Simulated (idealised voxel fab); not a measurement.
Presented below is a process module, voxel capacitor over wiring.
The width of the displayed cross-section, cut, is 155 nm; its cells are square, with a size of 5 nm.
Format of a cross-section: grid, square cells. Given as bands. Order: top down. Band: one or more rows of cells. Basically the band line says how high the top is and how high the bottom is, in nm, and then what's in it from left to right, every material with its width in nm. Empty space shows up as "blank", and if a single material carries "throughout" it runs the full band edge to edge. Counting heights begins at 0, where everything beneath is, in the wafer as received, one material. The lowest band has no bottom; it goes on downwards, as "top 0, no bottom" shows. A width given as "30->40" starts at the first number in the band's top row and ends at the second number in its bottom row, shifting by an equal amount at every step from row to row. Step note "identical to before" = no cross-section cell changed. Basically, "Entrapped voids" tells you about the enclosed voids: empty spaces with no open way to the top, 8 cells or bigger, each written width x height at distance, where distance is from the left edge, all in nm. Text after the settings on a step's line: the simulator's own remark on that step. overlay nm: mask offset rightward from planned place, masked step; negative means leftward offset.
Planned process steps:
| 1 | RECEIVE (material Si) |
| 2 | CONFORMAL_DEP (material SiO2; thk nm 10) |
| 3 | CONFORMAL_DEP (material SiCN; thk nm 5) |
| 4 | DIRECTIONAL_DEP (material SiO2; thk nm 20) |
| 5 | DIRECTIONAL_DEP (material aC; thk nm 15) |
| 6 | PATTERN (tone open; mask id METAL_1; material resist; width nm 30; pitch nm 90; thk nm 35; overlay nm 0) |
| 7 | DIRECTIONAL_ETCH (etch materials aC; depth nm 15) |
| 8 | STRIP (etch materials resist) |
| 9 | DIRECTIONAL_ETCH (etch materials SiO2; depth nm 20) |
| 10 | DIRECTIONAL_ETCH (etch materials SiCN; depth nm 5) |
| 11 | STRIP (etch materials aC) |
| 12 | CONFORMAL_DEP (material TiN; thk nm 5) |
| 13 | FILL_DEP (material Ru; thk nm 10) |
| 14 | CMP (height nm 35) |
| 15 | CONFORMAL_DEP (material SiCN; thk nm 5) |
| 16 | DIRECTIONAL_DEP (material SiO2; thk nm 20) |
| 17 | PATTERN (tone open; mask id PLUG_1; material resist; width nm 15; thk nm 20; overlay nm 0) |
| 18 | DIRECTIONAL_ETCH (etch materials SiO2; depth nm 20) |
| 19 | DIRECTIONAL_ETCH (etch materials SiCN; depth nm 5) |
| 20 | STRIP (etch materials resist) |
| 21 | EPI (material Ru; thk nm 10) |
| 22 | EPI (material Ru; thk nm 10) |
| 23 | EPI (material Ru; thk nm 5) |
| 24 | DIRECTIONAL_DEP (material TiN; thk nm 10) |
| 25 | DIRECTIONAL_DEP (material Al2O3; thk nm 5) |
| 26 | DIRECTIONAL_DEP (material TiN; thk nm 10) |
| 27 | DIRECTIONAL_DEP (material aC; thk nm 15) |
| 28 | PATTERN (tone cover; mask id UPPER_PLATE; material resist; width nm 65; thk nm 30; overlay nm 0) |
| 29 | DIRECTIONAL_ETCH (etch materials aC; depth nm 15) |
| 30 | STRIP (etch materials resist) |
| 31 | DIRECTIONAL_ETCH (etch materials TiN; depth nm 10) |
| 32 | DIRECTIONAL_ETCH (etch materials Al2O3; depth nm 5) |
| 33 | STRIP (etch materials aC) |
| 34 | DIRECTIONAL_DEP (material aC; thk nm 10) |
| 35 | PATTERN (tone cover; mask id LOWER_PLATE; material resist; width nm 75; thk nm 30; overlay nm 0) |
| 36 | DIRECTIONAL_ETCH (etch materials aC; depth nm 10) |
| 37 | STRIP (etch materials resist) |
| 38 | DIRECTIONAL_ETCH (etch materials TiN; depth nm 10) |
| 39 | STRIP (etch materials aC) |
| 40 | FILL_DEP (material SiO2; thk nm 15) |
| 41 | CMP (height nm 95) |
| 42 | DIRECTIONAL_DEP (material aC; thk nm 15) |
| 43 | PATTERN (tone open; mask id PLUG_2; material resist; width nm 15; thk nm 35; overlay nm 0) |
| 44 | DIRECTIONAL_ETCH (etch materials aC; depth nm 15) |
| 45 | STRIP (etch materials resist) |
| 46 | DIRECTIONAL_ETCH (etch materials SiO2; depth nm 10) |
| 47 | STRIP (etch materials aC) |
| 48 | CONFORMAL_DEP (material TiN; thk nm 5) |
| 49 | FILL_DEP (material Ru; thk nm 10) |
| 50 | CMP (height nm 95) |
| 51 | CONFORMAL_DEP (material SiN; thk nm 5) |
as received, after step 1:
	top 0, no bottom = Si throughout
	Entrapped voids: none
Cross-sectional result after module completion. Note: starting condition and plan are unchanged from above; one processing mistake was made:
	top 100, bottom 95 = SiN throughout
	top 95, bottom 90 = SiO2 (40) / TiN (5) / Ru (5) / TiN (5) / SiO2 (100)
	top 90, bottom 85 = SiO2 (40) / TiN (15) / SiO2 (100)
	top 85, bottom 75 = SiO2 (45) / TiN (50) / SiO2 (60)
	top 75, bottom 70 = SiO2 (30) / TiN (15) / Al2O3 (50) / SiO2 (60)
	top 70, bottom 65 = SiO2 (25) / TiN (75) / SiO2 (55)
	top 65, bottom 60 = SiO2 (25) / TiN (5) / Al2O3 (15) / TiN (55) / SiO2 (55)
	top 60, bottom 50 = SiO2 (30) / TiN (15) / SiO2 (110)
	top 50, bottom 40 = SiO2 (30) / Ru (15) / SiO2 (110)
	top 40, bottom 35 = SiCN (30) / Ru (15) / SiCN (110)
	top 35, bottom 15 = SiO2 (15) / TiN (5) / Ru (20) / TiN (5) / SiO2 (60) / TiN (5) / Ru (20) / TiN (5) / SiO2 (20)
	top 15, bottom 10 = SiCN (15) / TiN (30) / SiCN (60) / TiN (30) / SiCN (20)
	top 10, bottom 0 = SiO2 throughout
	top 0, no bottom = Si throughout
	Entrapped voids: none
Diagnosis: the process omitted one of its identical steps 21 and 22, and which one is impossible to determine
